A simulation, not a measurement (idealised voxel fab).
process module | voxel ribs on slabs
cross-section cut | 250 nm wide | cells 5 nm
A cross-section is a grid of square cells, given in bands from the top down. A band is one or more rows of cells.
Each band's line starts with the height of the band's top and of its bottom, in nm. Then come its materials from left to right, each with its width in nm. One material with "throughout" fills the band from edge to edge. "air" is empty space.
Height 0 is the level under which the wafer as received is all one material. The lowest band goes on downwards, as in "0 down".
A width such as "30 to 40" changes by the same amount from each row of cells to the next, from the band's top row to its bottom row.
"no change" after a step means that no cell of the cross-section changed.
closed voids: empty space of 8 cells or more with no open way to the top, each as width x height at its distance from the left edge, in nm
after a step's settings: what the simulator itself notes on the step
overlay nm, on a step with a mask: how far to the right of its planned place the mask lay; to the left if negative
plan
1 op RECEIVE | material Si
2 op DIRECTIONAL_DEP | material SiO2 | thk nm 20
3 op DIRECTIONAL_DEP | material polySi | thk nm 20
4 op MASKED_ETCH | tone cover | mask id RIB | width nm 20 | etch materials polySi | depth nm 5 | overlay nm 0
5 op DIRECTIONAL_DEP | material aC | thk nm 10
6 op PATTERN | tone cover | mask id SLAB | material resist | width nm 80 | thk nm 30 | overlay nm 0
7 op DIRECTIONAL_ETCH | etch materials aC | depth nm 10
8 op STRIP | etch materials resist
9 op DIRECTIONAL_ETCH | etch materials polySi | depth nm 15
10 op STRIP | etch materials aC
11 op FILL_DEP | material SiO2 | thk nm 30
12 op CMP | height nm 60
13 op DIRECTIONAL_DEP | material W | thk nm 5
14 op MASKED_ETCH | tone cover | mask id HEATER | width nm 30 | etch materials W | depth nm 5 | overlay nm 0
15 op CONFORMAL_DEP | material SiN | thk nm 10
as received, after step 1
  0 down: Si throughout
  closed voids: none
first wafer at the end, as planned
  75 to 70: air 100 | SiN 50 | air 100
  70 to 65: SiN throughout
  65 to 60: SiN 110 | W 30 | SiN 110
  60 to 40: SiO2 throughout
  40 to 35: SiO2 115 | polySi 20 | SiO2 115
  35 to 20: SiO2 85 | polySi 80 | SiO2 85
  20 to 0: SiO2 throughout
  0 down: Si throughout
  closed voids: none
second wafer at the end: like start, like plan, one mistake
  75 to 70: air 100 | SiN 50 | air 100
  70 to 65: SiN throughout
  65 to 60: SiN 110 | W 30 | SiN 110
  60 to 40: SiO2 throughout
  40 to 35: SiO2 110 | polySi 20 | SiO2 120
  35 to 20: SiO2 85 | polySi 80 | SiO2 85
  20 to 0: SiO2 throughout
  0 down: Si throughout
  closed voids: none
what went wrong: step 4 ran as: op MASKED_ETCH | tone cover | mask id RIB | width nm 20 | etch materials polySi | depth nm 5 | overlay nm -5
at the end the second wafer has, in cells: as many of each material as the first, in other places
